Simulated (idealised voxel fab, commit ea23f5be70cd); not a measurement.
Process module heading - voxel wiring stack
Shown is cross-section cut, with a width of 185 nm and square cells of size 5 nm.
This document writes a cross-section as a grid whose cells are square, and gives it as bands, listed from the top down; one or more rows of cells form a band.
In this notation a band is specified by the heights of its top and bottom, in that order and in nm, after which its materials appear from left to right, each paired with its width in nm. The word "edge to edge" attached to a single material means that material fills the band from edge to edge; the word "blank" stands for empty space.
The level at which height equals 0 is the one under which the wafer, as it arrives, is entirely one material. No lower edge exists for the bottom band, which continues downward and is notated as in "from 0 down".
Note: "30..40" means the width goes from the first number (top row of the band) to the second number (bottom row) in equal steps per row of cells.
The cross-section has no changed cell in any step marked "all unchanged".
Under "Fully enclosed voids" you'll find the enclosed gaps, the ones with no way out to the top, that are 8 cells or bigger; each reads width x height at distance, with distance counted from the left edge, everything in nm.
Anything after a step's settings on that line? It's the simulator's own note about the step.
The line of a step may include "overlay nm". On a step with a mask, this value is how far to the right of its planned place the mask lay. A negative value means the mask lay to the left.

LISTED BELOW ARE THE PROCESS STEPS AS PLANNED
1) RECEIVE with material Si
2) CONFORMAL_DEP with material SiO2, thk nm 15
3) DIRECTIONAL_DEP with material TiN, thk nm 5
4) DIRECTIONAL_DEP with material W, thk nm 15
5) PATTERN with tone cover, mask id METAL_1, material resist, width nm 20, pitch nm 45, thk nm 20, overlay nm 0
6) DIRECTIONAL_ETCH with etch materials W, depth nm 15
7) DIRECTIONAL_ETCH with etch materials TiN, depth nm 5
8) STRIP with etch materials resist
9) CONFORMAL_DEP with material SiN, thk nm 5
10) FILL_DEP with material lowk, thk nm 5
11) CMP with height nm 35
12) CONFORMAL_DEP with material SiCN, thk nm 5
13) DIRECTIONAL_DEP with material SiO2, thk nm 35
14) MASKED_ETCH with tone open, mask id METAL_2, width nm 20, pitch nm 45, etch materials SiO2, depth nm 20, overlay nm 0
15) DIRECTIONAL_DEP with material aC, thk nm 15
16) PATTERN with tone open, mask id METAL_2_HOLES, material resist, width nm 15, pitch nm 45, thk nm 35, overlay nm 0
17) DIRECTIONAL_ETCH with etch materials aC, depth nm 15
18) STRIP with etch materials resist
19) DIRECTIONAL_ETCH with etch materials SiO2, depth nm 15
20) DIRECTIONAL_ETCH with etch materials SiCN, depth nm 5
21) STRIP with etch materials aC
22) CONFORMAL_DEP with material TiN, thk nm 5
23) FILL_DEP with material Cu, thk nm 5
24) CMP with height nm 75
25) CONFORMAL_DEP with material SiCN, thk nm 5
26) DIRECTIONAL_DEP with material lowk, thk nm 10
27) PATTERN with tone open, mask id PLUG_2, material resist, width nm 15, thk nm 20, overlay nm 0
28) DIRECTIONAL_ETCH with etch materials lowk, depth nm 10
29) DIRECTIONAL_ETCH with etch materials SiCN, depth nm 5
30) STRIP with etch materials resist
31) CONFORMAL_DEP with material TiN, thk nm 5
32) FILL_DEP with material W, thk nm 5
33) CMP with height nm 90
34) CONFORMAL_DEP with material SiCN, thk nm 5
35) DIRECTIONAL_DEP with material SiO2, thk nm 25
36) PATTERN with tone open, mask id METAL_3, material resist, width nm 20, pitch nm 45, thk nm 20, overlay nm 0
37) DIRECTIONAL_ETCH with etch materials SiO2, depth nm 25
38) DIRECTIONAL_ETCH with etch materials SiCN, depth nm 5
39) STRIP with etch materials resist
40) CONFORMAL_DEP with material TiN, thk nm 5
41) FILL_DEP with material Cu, thk nm 10
42) CMP with height nm 120
43) CONFORMAL_DEP with material SiCN, thk nm 5
44) DIRECTIONAL_DEP with material lowk, thk nm 10
45) PATTERN with tone open, mask id PLUG_3, material resist, width nm 15, pitch nm 45, thk nm 15, overlay nm 0
46) DIRECTIONAL_ETCH with etch materials lowk, depth nm 10
47) DIRECTIONAL_ETCH with etch materials SiCN, depth nm 5
48) STRIP with etch materials resist
49) EPI with material Ru, thk nm 10
50) EPI with material Ru, thk nm 5
51) DIRECTIONAL_DEP with material TiN, thk nm 5
52) DIRECTIONAL_DEP with material W, thk nm 25
53) MASKED_ETCH with tone cover, mask id METAL_4, width nm 20, pitch nm 45, etch materials W, depth nm 25, overlay nm 0
54) MASKED_ETCH with tone cover, mask id METAL_4, width nm 20, pitch nm 45, etch materials TiN, depth nm 5, overlay nm 0
55) CONFORMAL_DEP with material SiN, thk nm 5
56) FILL_DEP with material SiO2, thk nm 10
57) CMP with height nm 165
58) CONFORMAL_DEP with material SiN, thk nm 5

FIRST WAFER, TWO IN TOTAL, RUN AS PLANNED

DELIVERED WAFER IN CROSS-SECTION: STATE AFTER STEP 1
> from 0 down  Si edge to edge
> Fully enclosed voids: none

SECTIONAL VIEW: WAFER, AFTER STEP 2
> from 15 to 0  SiO2 edge to edge
> Below 0, no change.

SECTIONAL VIEW: WAFER, AFTER STEP 3
> from 20 to 15  TiN edge to edge
> Below 15, no change.

SECTIONAL VIEW: WAFER, AFTER STEP 4
> from 35 to 20  W edge to edge
> Below 20, no change.

SECTIONAL VIEW: WAFER, AFTER STEP 5
> from 55 to 35  blank (60)  resist (20)  blank (25)  resist (20)  blank (60)
> Below 35, no change.

SECTIONAL VIEW: WAFER, AFTER STEP 6
> from 55 to 35  blank (60)  resist (20)  blank (25)  resist (20)  blank (60)
> from 35 to 20  blank (60)  W (20)  blank (25)  W (20)  blank (60)
> Below 20, no change.

SECTIONAL VIEW: WAFER, AFTER STEP 7
> from 55 to 35  blank (60)  resist (20)  blank (25)  resist (20)  blank (60)
> from 35 to 20  blank (60)  W (20)  blank (25)  W (20)  blank (60)
> from 20 to 15  blank (60)  TiN (20)  blank (25)  TiN (20)  blank (60)
> Below 15, no change.

SECTIONAL VIEW: WAFER, AFTER STEP 8
> from 35 to 20  blank (60)  W (20)  blank (25)  W (20)  blank (60)
> Below 20, no change.

SECTIONAL VIEW: WAFER, AFTER STEP 9
> from 40 to 35  blank (55)  SiN (30)  blank (15)  SiN (30)  blank (55)
> from 35 to 20  blank (55)  SiN (5)  W (20)  SiN (5)  blank (15)  SiN (5)  W (20)  SiN (5)  blank (55)
> from 20 to 15  SiN (60)  TiN (20)  SiN (25)  TiN (20)  SiN (60)
> Below 15, no change.

SECTIONAL VIEW: WAFER, AFTER STEP 10
> from 45 to 40  lowk edge to edge
> from 40 to 35  lowk (55)  SiN (30)  lowk (15)  SiN (30)  lowk (55)
> from 35 to 20  lowk (55)  SiN (5)  W (20)  SiN (5)  lowk (15)  SiN (5)  W (20)  SiN (5)  lowk (55)
> Below 20, no change.

SECTIONAL VIEW: WAFER, AFTER STEP 11
> from 35 to 20  lowk (55)  SiN (5)  W (20)  SiN (5)  lowk (15)  SiN (5)  W (20)  SiN (5)  lowk (55)
> Below 20, no change.

SECTIONAL VIEW: WAFER, AFTER STEP 12
> from 40 to 35  SiCN edge to edge
> Below 35, no change.

SECTIONAL VIEW: WAFER, AFTER STEP 13
> from 75 to 40  SiO2 edge to edge
> Below 40, no change.

SECTIONAL VIEW: WAFER, AFTER STEP 14
> from 75 to 55  SiO2 (60)  blank (20)  SiO2 (25)  blank (20)  SiO2 (60)
> Below 55, no change.

SECTIONAL VIEW: WAFER, AFTER STEP 15
> from 90 to 75  aC (60)  blank (20)  aC (25)  blank (20)  aC (60)
> from 75 to 70  SiO2 (60)  blank (20)  SiO2 (25)  blank (20)  SiO2 (60)
> from 70 to 55  SiO2 (60)  aC (20)  SiO2 (25)  aC (20)  SiO2 (60)
> Below 55, no change.

SECTIONAL VIEW: WAFER, AFTER STEP 16
> from 125 to 90  resist (60)  blank (15)  resist (30)  blank (15)  resist (65)
> from 90 to 75  aC (60)  blank (15)  resist (5)  aC (25)  blank (15)  resist (5)  aC (60)
> from 75 to 70  SiO2 (60)  blank (15)  resist (5)  SiO2 (25)  blank (15)  resist (5)  SiO2 (60)
> Below 70, no change.

SECTIONAL VIEW: WAFER, AFTER STEP 17
> from 110 to 90  resist (60)  blank (15)  resist (30)  blank (15)  resist (65)
> from 90 to 75  aC (60)  blank (15)  resist (5)  aC (25)  blank (15)  resist (5)  aC (60)
> from 75 to 70  SiO2 (60)  blank (15)  resist (5)  SiO2 (25)  blank (15)  resist (5)  SiO2 (60)
> from 70 to 55  SiO2 (60)  blank (15)  aC (5)  SiO2 (25)  blank (15)  aC (5)  SiO2 (60)
> Below 55, no change.

SECTIONAL VIEW: WAFER, AFTER STEP 18
> from 90 to 75  aC (60)  blank (20)  aC (25)  blank (20)  aC (60)
> from 75 to 70  SiO2 (60)  blank (20)  SiO2 (25)  blank (20)  SiO2 (60)
> Below 70, no change.

SECTIONAL VIEW: WAFER, AFTER STEP 19
> from 90 to 75  aC (60)  blank (20)  aC (25)  blank (20)  aC (60)
> from 75 to 70  SiO2 (60)  blank (20)  SiO2 (25)  blank (20)  SiO2 (60)
> from 70 to 55  SiO2 (60)  blank (15)  aC (5)  SiO2 (25)  blank (15)  aC (5)  SiO2 (60)
> from 55 to 40  SiO2 (60)  blank (15)  SiO2 (30)  blank (15)  SiO2 (65)
> Below 40, no change.

SECTIONAL VIEW: WAFER, AFTER STEP 20
> from 90 to 75  aC (60)  blank (20)  aC (25)  blank (20)  aC (60)
> from 75 to 70  SiO2 (60)  blank (20)  SiO2 (25)  blank (20)  SiO2 (60)
> from 70 to 55  SiO2 (60)  blank (15)  aC (5)  SiO2 (25)  blank (15)  aC (5)  SiO2 (60)
> from 55 to 40  SiO2 (60)  blank (15)  SiO2 (30)  blank (15)  SiO2 (65)
> from 40 to 35  SiCN (60)  blank (15)  SiCN (30)  blank (15)  SiCN (65)
> Below 35, no change.

SECTIONAL VIEW: WAFER, AFTER STEP 21
> from 75 to 55  SiO2 (60)  blank (20)  SiO2 (25)  blank (20)  SiO2 (60)
> Below 55, no change.

SECTIONAL VIEW: WAFER, AFTER STEP 22
> from 80 to 75  TiN (65)  blank (10)  TiN (35)  blank (10)  TiN (65)
> from 75 to 60  SiO2 (60)  TiN (5)  blank (10)  TiN (5)  SiO2 (25)  TiN (5)  blank (10)  TiN (5)  SiO2 (60)
> from 60 to 55  SiO2 (60)  TiN (5)  blank (5)  TiN (10)  SiO2 (25)  TiN (5)  blank (5)  TiN (10)  SiO2 (60)
> from 55 to 40  SiO2 (60)  TiN (5)  blank (5)  TiN (5)  SiO2 (30)  TiN (5)  blank (5)  TiN (5)  SiO2 (65)
> from 40 to 35  SiCN (60)  TiN (15)  SiCN (30)  TiN (15)  SiCN (65)
> Below 35, no change.

SECTIONAL VIEW: WAFER, AFTER STEP 23
> from 85 to 80  Cu edge to edge
> from 80 to 75  TiN (65)  Cu (10)  TiN (35)  Cu (10)  TiN (65)
> from 75 to 60  SiO2 (60)  TiN (5)  Cu (10)  TiN (5)  SiO2 (25)  TiN (5)  Cu (10)  TiN (5)  SiO2 (60)
> from 60 to 55  SiO2 (60)  TiN (5)  Cu (5)  TiN (10)  SiO2 (25)  TiN (5)  Cu (5)  TiN (10)  SiO2 (60)
> from 55 to 40  SiO2 (60)  TiN (5)  Cu (5)  TiN (5)  SiO2 (30)  TiN (5)  Cu (5)  TiN (5)  SiO2 (65)
> Below 40, no change.

SECTIONAL VIEW: WAFER, AFTER STEP 24
> from 75 to 60  SiO2 (60)  TiN (5)  Cu (10)  TiN (5)  SiO2 (25)  TiN (5)  Cu (10)  TiN (5)  SiO2 (60)
> Below 60, no change.

SECTIONAL VIEW: WAFER, AFTER STEP 25
> from 80 to 75  SiCN edge to edge
> Below 75, no change.

SECTIONAL VIEW: WAFER, AFTER STEP 26
> from 90 to 80  lowk edge to edge
> Below 80, no change.

SECTIONAL VIEW: WAFER, AFTER STEP 27
> from 110 to 90  resist (60)  blank (15)  resist (110)
> Below 90, no change.

SECTIONAL VIEW: WAFER, AFTER STEP 28
> from 110 to 90  resist (60)  blank (15)  resist (110)
> from 90 to 80  lowk (60)  blank (15)  lowk (110)
> Below 80, no change.

SECTIONAL VIEW: WAFER, AFTER STEP 29
> from 110 to 90  resist (60)  blank (15)  resist (110)
> from 90 to 80  lowk (60)  blank (15)  lowk (110)
> from 80 to 75  SiCN (60)  blank (15)  SiCN (110)
> Below 75, no change.

SECTIONAL VIEW: WAFER, AFTER STEP 30
> from 90 to 80  lowk (60)  blank (15)  lowk (110)
> Below 80, no change.

SECTIONAL VIEW: WAFER, AFTER STEP 31
> from 95 to 90  TiN (65)  blank (5)  TiN (115)
> from 90 to 80  lowk (60)  TiN (5)  blank (5)  TiN (5)  lowk (110)
> from 80 to 75  SiCN (60)  TiN (15)  SiCN (110)
> Below 75, no change.

SECTIONAL VIEW: WAFER, AFTER STEP 32
> from 100 to 95  W edge to edge
> from 95 to 90  TiN (65)  W (5)  TiN (115)
> from 90 to 80  lowk (60)  TiN (5)  W (5)  TiN (5)  lowk (110)
> Below 80, no change.

SECTIONAL VIEW: WAFER, AFTER STEP 33
> from 90 to 80  lowk (60)  TiN (5)  W (5)  TiN (5)  lowk (110)
> Below 80, no change.

SECTIONAL VIEW: WAFER, AFTER STEP 34
> from 95 to 90  SiCN edge to edge
> Below 90, no change.

SECTIONAL VIEW: WAFER, AFTER STEP 35
> from 120 to 95  SiO2 edge to edge
> Below 95, no change.

SECTIONAL VIEW: WAFER, AFTER STEP 36
> from 140 to 120  resist (60)  blank (20)  resist (25)  blank (20)  resist (60)
> Below 120, no change.

SECTIONAL VIEW: WAFER, AFTER STEP 37
> from 140 to 120  resist (60)  blank (20)  resist (25)  blank (20)  resist (60)
> from 120 to 95  SiO2 (60)  blank (20)  SiO2 (25)  blank (20)  SiO2 (60)
> Below 95, no change.

SECTIONAL VIEW: WAFER, AFTER STEP 38
> from 140 to 120  resist (60)  blank (20)  resist (25)  blank (20)  resist (60)
> from 120 to 95  SiO2 (60)  blank (20)  SiO2 (25)  blank (20)  SiO2 (60)
> from 95 to 90  SiCN (60)  blank (20)  SiCN (25)  blank (20)  SiCN (60)
> Below 90, no change.

SECTIONAL VIEW: WAFER, AFTER STEP 39
> from 120 to 95  SiO2 (60)  blank (20)  SiO2 (25)  blank (20)  SiO2 (60)
> Below 95, no change.

SECTIONAL VIEW: WAFER, AFTER STEP 40
> from 125 to 120  TiN (65)  blank (10)  TiN (35)  blank (10)  TiN (65)
> from 120 to 95  SiO2 (60)  TiN (5)  blank (10)  TiN (5)  SiO2 (25)  TiN (5)  blank (10)  TiN (5)  SiO2 (60)
> from 95 to 90  SiCN (60)  TiN (20)  SiCN (25)  TiN (20)  SiCN (60)
> Below 90, no change.

SECTIONAL VIEW: WAFER, AFTER STEP 41
> from 135 to 125  Cu edge to edge
> from 125 to 120  TiN (65)  Cu (10)  TiN (35)  Cu (10)  TiN (65)
> from 120 to 95  SiO2 (60)  TiN (5)  Cu (10)  TiN (5)  SiO2 (25)  TiN (5)  Cu (10)  TiN (5)  SiO2 (60)
> Below 95, no change.

SECTIONAL VIEW: WAFER, AFTER STEP 42
> from 120 to 95  SiO2 (60)  TiN (5)  Cu (10)  TiN (5)  SiO2 (25)  TiN (5)  Cu (10)  TiN (5)  SiO2 (60)
> Below 95, no change.

SECTIONAL VIEW: WAFER, AFTER STEP 43
> from 125 to 120  SiCN edge to edge
> Below 120, no change.

SECTIONAL VIEW: WAFER, AFTER STEP 44
> from 135 to 125  lowk edge to edge
> Below 125, no change.

SECTIONAL VIEW: WAFER, AFTER STEP 45
> from 150 to 135  resist (60)  blank (15)  resist (30)  blank (15)  resist (65)
> Below 135, no change.

SECTIONAL VIEW: WAFER, AFTER STEP 46
> from 150 to 135  resist (60)  blank (15)  resist (30)  blank (15)  resist (65)
> from 135 to 125  lowk (60)  blank (15)  lowk (30)  blank (15)  lowk (65)
> Below 125, no change.

SECTIONAL VIEW: WAFER, AFTER STEP 47
> from 150 to 135  resist (60)  blank (15)  resist (30)  blank (15)  resist (65)
> from 135 to 125  lowk (60)  blank (15)  lowk (30)  blank (15)  lowk (65)
> from 125 to 120  SiCN (60)  blank (15)  SiCN (30)  blank (15)  SiCN (65)
> Below 120, no change.

SECTIONAL VIEW: WAFER, AFTER STEP 48
> from 135 to 125  lowk (60)  blank (15)  lowk (30)  blank (15)  lowk (65)
> Below 125, no change.

SECTIONAL VIEW: WAFER, AFTER STEP 49
> from 135 to 130  lowk (60)  blank (15)  lowk (30)  blank (15)  lowk (65)
> from 130 to 125  lowk (60)  Ru (15)  lowk (30)  Ru (15)  lowk (65)
> from 125 to 120  SiCN (60)  Ru (15)  SiCN (30)  Ru (15)  SiCN (65)
> Below 120, no change.

SECTIONAL VIEW: WAFER, AFTER STEP 50
> from 135 to 125  lowk (60)  Ru (15)  lowk (30)  Ru (15)  lowk (65)
> Below 125, no change.

SECTIONAL VIEW: WAFER, AFTER STEP 51
> from 140 to 135  TiN edge to edge
> Below 135, no change.

SECTIONAL VIEW: WAFER, AFTER STEP 52
> from 165 to 140  W edge to edge
> Below 140, no change.

SECTIONAL VIEW: WAFER, AFTER STEP 53
> from 165 to 140  blank (60)  W (20)  blank (25)  W (20)  blank (60)
> Below 140, no change.

SECTIONAL VIEW: WAFER, AFTER STEP 54
> from 165 to 140  blank (60)  W (20)  blank (25)  W (20)  blank (60)
> from 140 to 135  blank (60)  TiN (20)  blank (25)  TiN (20)  blank (60)
> Below 135, no change.

SECTIONAL VIEW: WAFER, AFTER STEP 55
> from 170 to 165  blank (55)  SiN (30)  blank (15)  SiN (30)  blank (55)
> from 165 to 140  blank (55)  SiN (5)  W (20)  SiN (5)  blank (15)  SiN (5)  W (20)  SiN (5)  blank (55)
> from 140 to 135  SiN (60)  TiN (20)  SiN (25)  TiN (20)  SiN (60)
> Below 135, no change.

SECTIONAL VIEW: WAFER, AFTER STEP 56
> from 180 to 170  SiO2 edge to edge
> from 170 to 165  SiO2 (55)  SiN (30)  SiO2 (15)  SiN (30)  SiO2 (55)
> from 165 to 140  SiO2 (55)  SiN (5)  W (20)  SiN (5)  SiO2 (15)  SiN (5)  W (20)  SiN (5)  SiO2 (55)
> Below 140, no change.

SECTIONAL VIEW: WAFER, AFTER STEP 57
> from 165 to 140  SiO2 (55)  SiN (5)  W (20)  SiN (5)  SiO2 (15)  SiN (5)  W (20)  SiN (5)  SiO2 (55)
> Below 140, no change.

SECTIONAL VIEW: WAFER, AFTER STEP 58
> from 170 to 165  SiN edge to edge
> Below 165, no change.

OKAY, SECOND WAFER. NOTHING DIFFERENT AT THE START, NOTHING DIFFERENT IN THE PLAN, JUST ONE MISTAKE SOMEWHERE IN THE RUNNING. AS FAR AS STEP 40, COUNTING THAT STEP, IT'S THE FIRST WAFER ALL OVER AGAIN

CROSS-SECTION OF THE SECOND WAFER AT THE TIME STEP 41 OF THE PLAN SHOULD HAVE ENDED
> from 135 to 125  Ru edge to edge
> from 125 to 120  TiN (65)  Ru (10)  TiN (35)  Ru (10)  TiN (65)
> from 120 to 95  SiO2 (60)  TiN (5)  Ru (10)  TiN (5)  SiO2 (25)  TiN (5)  Ru (10)  TiN (5)  SiO2 (60)
> Below 95, no change.

CROSS-SECTION OF THE SECOND WAFER AT THE TIME STEP 42 OF THE PLAN SHOULD HAVE ENDED
> from 120 to 95  SiO2 (60)  TiN (5)  Ru (10)  TiN (5)  SiO2 (25)  TiN (5)  Ru (10)  TiN (5)  SiO2 (60)
> Below 95, no change.

CROSS-SECTION OF THE SECOND WAFER AT THE TIME STEP 43 OF THE PLAN SHOULD HAVE ENDED
> from 125 to 120  SiCN edge to edge
> Below 120, no change.

CROSS-SECTION OF THE SECOND WAFER AT THE TIME STEP 44 OF THE PLAN SHOULD HAVE ENDED
> from 135 to 125  lowk edge to edge
> Below 125, no change.

CROSS-SECTION OF THE SECOND WAFER AT THE TIME STEP 45 OF THE PLAN SHOULD HAVE ENDED
> from 150 to 135  resist (60)  blank (15)  resist (30)  blank (15)  resist (65)
> Below 135, no change.

CROSS-SECTION OF THE SECOND WAFER AT THE TIME STEP 46 OF THE PLAN SHOULD HAVE ENDED
> from 150 to 135  resist (60)  blank (15)  resist (30)  blank (15)  resist (65)
> from 135 to 125  lowk (60)  blank (15)  lowk (30)  blank (15)  lowk (65)
> Below 125, no change.

CROSS-SECTION OF THE SECOND WAFER AT THE TIME STEP 47 OF THE PLAN SHOULD HAVE ENDED
> from 150 to 135  resist (60)  blank (15)  resist (30)  blank (15)  resist (65)
> from 135 to 125  lowk (60)  blank (15)  lowk (30)  blank (15)  lowk (65)
> from 125 to 120  SiCN (60)  blank (15)  SiCN (30)  blank (15)  SiCN (65)
> Below 120, no change.

CROSS-SECTION OF THE SECOND WAFER AT THE TIME STEP 48 OF THE PLAN SHOULD HAVE ENDED
> from 135 to 125  lowk (60)  blank (15)  lowk (30)  blank (15)  lowk (65)
> Below 125, no change.

CROSS-SECTION OF THE SECOND WAFER AT THE TIME STEP 49 OF THE PLAN SHOULD HAVE ENDED
> from 135 to 130  lowk (60)  blank (15)  lowk (30)  blank (15)  lowk (65)
> from 130 to 125  lowk (60)  Ru (15)  lowk (30)  Ru (15)  lowk (65)
> from 125 to 120  SiCN (60)  Ru (15)  SiCN (30)  Ru (15)  SiCN (65)
> Below 120, no change.

CROSS-SECTION OF THE SECOND WAFER AT THE TIME STEP 50 OF THE PLAN SHOULD HAVE ENDED
> from 135 to 125  lowk (60)  Ru (15)  lowk (30)  Ru (15)  lowk (65)
> Below 125, no change.

CROSS-SECTION OF THE SECOND WAFER AT THE TIME STEP 51 OF THE PLAN SHOULD HAVE ENDED
> from 140 to 135  TiN edge to edge
> Below 135, no change.

CROSS-SECTION OF THE SECOND WAFER AT THE TIME STEP 52 OF THE PLAN SHOULD HAVE ENDED
> from 165 to 140  W edge to edge
> Below 140, no change.

CROSS-SECTION OF THE SECOND WAFER AT THE TIME STEP 53 OF THE PLAN SHOULD HAVE ENDED
> from 165 to 140  blank (60)  W (20)  blank (25)  W (20)  blank (60)
> Below 140, no change.

CROSS-SECTION OF THE SECOND WAFER AT THE TIME STEP 54 OF THE PLAN SHOULD HAVE ENDED
> from 165 to 140  blank (60)  W (20)  blank (25)  W (20)  blank (60)
> from 140 to 135  blank (60)  TiN (20)  blank (25)  TiN (20)  blank (60)
> Below 135, no change.

CROSS-SECTION OF THE SECOND WAFER AT THE TIME STEP 55 OF THE PLAN SHOULD HAVE ENDED
> from 170 to 165  blank (55)  SiN (30)  blank (15)  SiN (30)  blank (55)
> from 165 to 140  blank (55)  SiN (5)  W (20)  SiN (5)  blank (15)  SiN (5)  W (20)  SiN (5)  blank (55)
> from 140 to 135  SiN (60)  TiN (20)  SiN (25)  TiN (20)  SiN (60)
> Below 135, no change.

CROSS-SECTION OF THE SECOND WAFER AT THE TIME STEP 56 OF THE PLAN SHOULD HAVE ENDED
> from 180 to 170  SiO2 edge to edge
> from 170 to 165  SiO2 (55)  SiN (30)  SiO2 (15)  SiN (30)  SiO2 (55)
> from 165 to 140  SiO2 (55)  SiN (5)  W (20)  SiN (5)  SiO2 (15)  SiN (5)  W (20)  SiN (5)  SiO2 (55)
> Below 140, no change.

CROSS-SECTION OF THE SECOND WAFER AT THE TIME STEP 57 OF THE PLAN SHOULD HAVE ENDED
> from 165 to 140  SiO2 (55)  SiN (5)  W (20)  SiN (5)  SiO2 (15)  SiN (5)  W (20)  SiN (5)  SiO2 (55)
> Below 140, no change.

CROSS-SECTION OF THE SECOND WAFER AT THE TIME STEP 58 OF THE PLAN SHOULD HAVE ENDED
> from 170 to 165  SiN edge to edge
> Below 165, no change.
Where did the run depart from the plan? note that step 41 departed from the planned setting and was carried out as FILL_DEP with material Ru, thk nm 10
Final difference in cells, second wafer against first, listed per material as more or fewer: Cu -20 | Ru +20
